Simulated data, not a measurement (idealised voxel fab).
The following is a process module called voxel trench capacitor.
Xsec cut, 250 nm wide, square cell size 5 nm.
Think of the cross-section as a grid of square cells. We describe it in bands, top to bottom, and each band covers one or more rows of those cells.
This entry defines a band. It first specifies the height of the band's top and the height of its bottom in nm, and then specifies the band's materials from left to right, stating each material with its width in nm. The word "throughout" identifies a single material that fills the band from edge to edge, while the word "air" identifies empty space.
For the purposes of this specification, 0 denotes the height below which the wafer in its as-received condition is composed wholly of one material, and the lowermost band, lacking a lower limit, extends downward without end, as expressed in "0 nm and below".
A two-number width, for instance "30->40", indicates that the width is equal to the first number in the top row of the band and to the second number in the bottom row, and that it changes by a constant amount per row of cells.
What does "nothing different" mean for a step? It means no cell of the cross-section changed in that step.
"Listed closed voids" - sealed voids, min. 8 cells, no opening to top; format: width x height at distance (distance from left edge; nm throughout).
Where a step's line continues beyond its settings, the continuation is a remark by the simulator itself on that step.
Steps that use a mask can have "overlay nm" on their line. It says how far the mask sat to the right of where it was meant to be. Negative means to the left.
[The process steps that were planned are listed below]
| 1 | op RECEIVE | material Si |
| 2 | op CONFORMAL_DEP | material SiN | thk nm 10 |
| 3 | op DIRECTIONAL_DEP | material aC | thk nm 15 |
| 4 | op PATTERN | tone open | mask id TRENCH | material resist | width nm 30 | pitch nm 60 | thk nm 35 | overlay nm 0 |
| 5 | op DIRECTIONAL_ETCH | etch materials aC | depth nm 15 |
| 6 | op STRIP | etch materials resist |
| 7 | op DIRECTIONAL_ETCH | etch materials SiN | depth nm 10 |
| 8 | op DIRECTIONAL_ETCH | etch materials Si | depth nm 25 |
| 9 | op STRIP | etch materials aC |
| 10 | op CONFORMAL_DEP | material Al2O3 | thk nm 5 |
| 11 | op CONFORMAL_DEP | material TiN | thk nm 5 |
| 12 | op FILL_DEP | material W | thk nm 5 |
| 13 | op CMP | height nm 10 |
[The first of two wafers, run as planned]
[Shown in cross-section is the wafer as received, that is, as it stands after step 1]
* 0 nm and below  Si throughout
* Listed closed voids: none
[Wafer section view after processing step 2]
* 10 nm to 0 nm  SiN throughout
* Everything below 0 is unchanged.
[Wafer section view after processing step 3]
* 25 nm to 10 nm  aC throughout
* Everything below 10 is unchanged.
[Wafer section view after processing step 4]
* 60 nm to 25 nm  resist 80, air 30, resist 30, air 30, resist 80
* Everything below 25 is unchanged.
[Wafer section view after processing step 5]
* 45 nm to 25 nm  resist 80, air 30, resist 30, air 30, resist 80
* 25 nm to 10 nm  aC 80, air 30, aC 30, air 30, aC 80
* Everything below 10 is unchanged.
[Wafer section view after processing step 6]
* 25 nm to 10 nm  aC 80, air 30, aC 30, air 30, aC 80
* Everything below 10 is unchanged.
[Wafer section view after processing step 7]
* 25 nm to 10 nm  aC 80, air 30, aC 30, air 30, aC 80
* 10 nm to 0 nm  SiN 80, air 30, SiN 30, air 30, SiN 80
* Everything below 0 is unchanged.
[Wafer section view after processing step 8]
* 25 nm to 10 nm  aC 80, air 30, aC 30, air 30, aC 80
* 10 nm to 0 nm  SiN 80, air 30, SiN 30, air 30, SiN 80
* 0 nm to -25 nm  Si 80, air 30, Si 30, air 30, Si 80
* Everything below -25 is unchanged.
[Wafer section view after processing step 9]
* 10 nm to 0 nm  SiN 80, air 30, SiN 30, air 30, SiN 80
* Everything below 0 is unchanged.
[Wafer section view after processing step 10]
* 15 nm to 10 nm  Al2O3 85, air 20, Al2O3 40, air 20, Al2O3 85
* 10 nm to 0 nm  SiN 80, Al2O3 5, air 20, Al2O3 5, SiN 30, Al2O3 5, air 20, Al2O3 5, SiN 80
* 0 nm to -20 nm  Si 80, Al2O3 5, air 20, Al2O3 5, Si 30, Al2O3 5, air 20, Al2O3 5, Si 80
* -20 nm to -25 nm  Si 80, Al2O3 30, Si 30, Al2O3 30, Si 80
* Everything below -25 is unchanged.
[Wafer section view after processing step 11]
* 20 nm to 15 nm  TiN 90, air 10, TiN 50, air 10, TiN 90
* 15 nm to 10 nm  Al2O3 85, TiN 5, air 10, TiN 5, Al2O3 40, TiN 5, air 10, TiN 5, Al2O3 85
* 10 nm to 0 nm  SiN 80, Al2O3 5, TiN 5, air 10, TiN 5, Al2O3 5, SiN 30, Al2O3 5, TiN 5, air 10, TiN 5, Al2O3 5, SiN 80
* 0 nm to -15 nm  Si 80, Al2O3 5, TiN 5, air 10, TiN 5, Al2O3 5, Si 30, Al2O3 5, TiN 5, air 10, TiN 5, Al2O3 5, Si 80
* -15 nm to -20 nm  Si 80, Al2O3 5, TiN 20, Al2O3 5, Si 30, Al2O3 5, TiN 20, Al2O3 5, Si 80
* Everything below -20 is unchanged.
[Wafer section view after processing step 12]
* 25 nm to 20 nm  W throughout
* 20 nm to 15 nm  TiN 90, W 10, TiN 50, W 10, TiN 90
* 15 nm to 10 nm  Al2O3 85, TiN 5, W 10, TiN 5, Al2O3 40, TiN 5, W 10, TiN 5, Al2O3 85
* 10 nm to 0 nm  SiN 80, Al2O3 5, TiN 5, W 10, TiN 5, Al2O3 5, SiN 30, Al2O3 5, TiN 5, W 10, TiN 5, Al2O3 5, SiN 80
* 0 nm to -15 nm  Si 80, Al2O3 5, TiN 5, W 10, TiN 5, Al2O3 5, Si 30, Al2O3 5, TiN 5, W 10, TiN 5, Al2O3 5, Si 80
* Everything below -15 is unchanged.
[Wafer section view after processing step 13]
* 10 nm to 0 nm  SiN 80, Al2O3 5, TiN 5, W 10, TiN 5, Al2O3 5, SiN 30, Al2O3 5, TiN 5, W 10, TiN 5, Al2O3 5, SiN 80
* Everything below 0 is unchanged.
[What follows concerns the second wafer, which started out like the first and was meant to follow the very same plan; one mistake crept in when it was run, but everything up to and including step 3 is the same as for the first wafer]
[Second wafer at the planned finish of step 4, seen in cross-section]
* 60 nm to 25 nm  air 80, resist 30, air 30, resist 30, air 80
* Everything below 25 is unchanged.
[Second wafer at the planned finish of step 5, seen in cross-section]
* 45 nm to 25 nm  air 80, resist 30, air 30, resist 30, air 80
* 25 nm to 10 nm  air 80, aC 30, air 30, aC 30, air 80
* Everything below 10 is unchanged.
[Second wafer at the planned finish of step 6, seen in cross-section]
* 25 nm to 10 nm  air 80, aC 30, air 30, aC 30, air 80
* Everything below 10 is unchanged.
[Second wafer at the planned finish of step 7, seen in cross-section]
* 25 nm to 10 nm  air 80, aC 30, air 30, aC 30, air 80
* 10 nm to 0 nm  air 80, SiN 30, air 30, SiN 30, air 80
* Everything below 0 is unchanged.
[Second wafer at the planned finish of step 8, seen in cross-section]
* 25 nm to 10 nm  air 80, aC 30, air 30, aC 30, air 80
* 10 nm to 0 nm  air 80, SiN 30, air 30, SiN 30, air 80
* 0 nm to -25 nm  air 80, Si 30, air 30, Si 30, air 80
* Everything below -25 is unchanged.
[Second wafer at the planned finish of step 9, seen in cross-section]
* 10 nm to 0 nm  air 80, SiN 30, air 30, SiN 30, air 80
* Everything below 0 is unchanged.
[Second wafer at the planned finish of step 10, seen in cross-section]
* 15 nm to 10 nm  air 75, Al2O3 40, air 20, Al2O3 40, air 75
* 10 nm to 0 nm  air 75, Al2O3 5, SiN 30, Al2O3 5, air 20, Al2O3 5, SiN 30, Al2O3 5, air 75
* 0 nm to -20 nm  air 75, Al2O3 5, Si 30, Al2O3 5, air 20, Al2O3 5, Si 30, Al2O3 5, air 75
* -20 nm to -25 nm  Al2O3 80, Si 30, Al2O3 30, Si 30, Al2O3 80
* Everything below -25 is unchanged.
[Second wafer at the planned finish of step 11, seen in cross-section]
* 20 nm to 15 nm  air 70, TiN 50, air 10, TiN 50, air 70
* 15 nm to 10 nm  air 70, TiN 5, Al2O3 40, TiN 5, air 10, TiN 5, Al2O3 40, TiN 5, air 70
* 10 nm to 0 nm  air 70, TiN 5, Al2O3 5, SiN 30, Al2O3 5, TiN 5, air 10, TiN 5, Al2O3 5, SiN 30, Al2O3 5, TiN 5, air 70
* 0 nm to -15 nm  air 70, TiN 5, Al2O3 5, Si 30, Al2O3 5, TiN 5, air 10, TiN 5, Al2O3 5, Si 30, Al2O3 5, TiN 5, air 70
* -15 nm to -20 nm  TiN 75, Al2O3 5, Si 30, Al2O3 5, TiN 20, Al2O3 5, Si 30, Al2O3 5, TiN 75
* Everything below -20 is unchanged.
[Second wafer at the planned finish of step 12, seen in cross-section]
* 25 nm to 20 nm  W throughout
* 20 nm to 15 nm  W 70, TiN 50, W 10, TiN 50, W 70
* 15 nm to 10 nm  W 70, TiN 5, Al2O3 40, TiN 5, W 10, TiN 5, Al2O3 40, TiN 5, W 70
* 10 nm to 0 nm  W 70, TiN 5, Al2O3 5, SiN 30, Al2O3 5, TiN 5, W 10, TiN 5, Al2O3 5, SiN 30, Al2O3 5, TiN 5, W 70
* 0 nm to -15 nm  W 70, TiN 5, Al2O3 5, Si 30, Al2O3 5, TiN 5, W 10, TiN 5, Al2O3 5, Si 30, Al2O3 5, TiN 5, W 70
* Everything below -15 is unchanged.
[Second wafer at the planned finish of step 13, seen in cross-section]
* 10 nm to 0 nm  W 70, TiN 5, Al2O3 5, SiN 30, Al2O3 5, TiN 5, W 10, TiN 5, Al2O3 5, SiN 30, Al2O3 5, TiN 5, W 70
* Everything below 0 is unchanged.
Short version of what went wrong: step 4 went in with a setting other than planned; the actual run was op PATTERN | tone cover | mask id TRENCH | material resist | width nm 30 | pitch nm 60 | thk nm 35 | overlay nm 0
Heads up, by the end the second wafer has more or fewer cells of some materials compared to the first: 26 more of Al2O3, 130 fewer of Si, 52 fewer of SiN, 26 more of TiN, 130 more of W
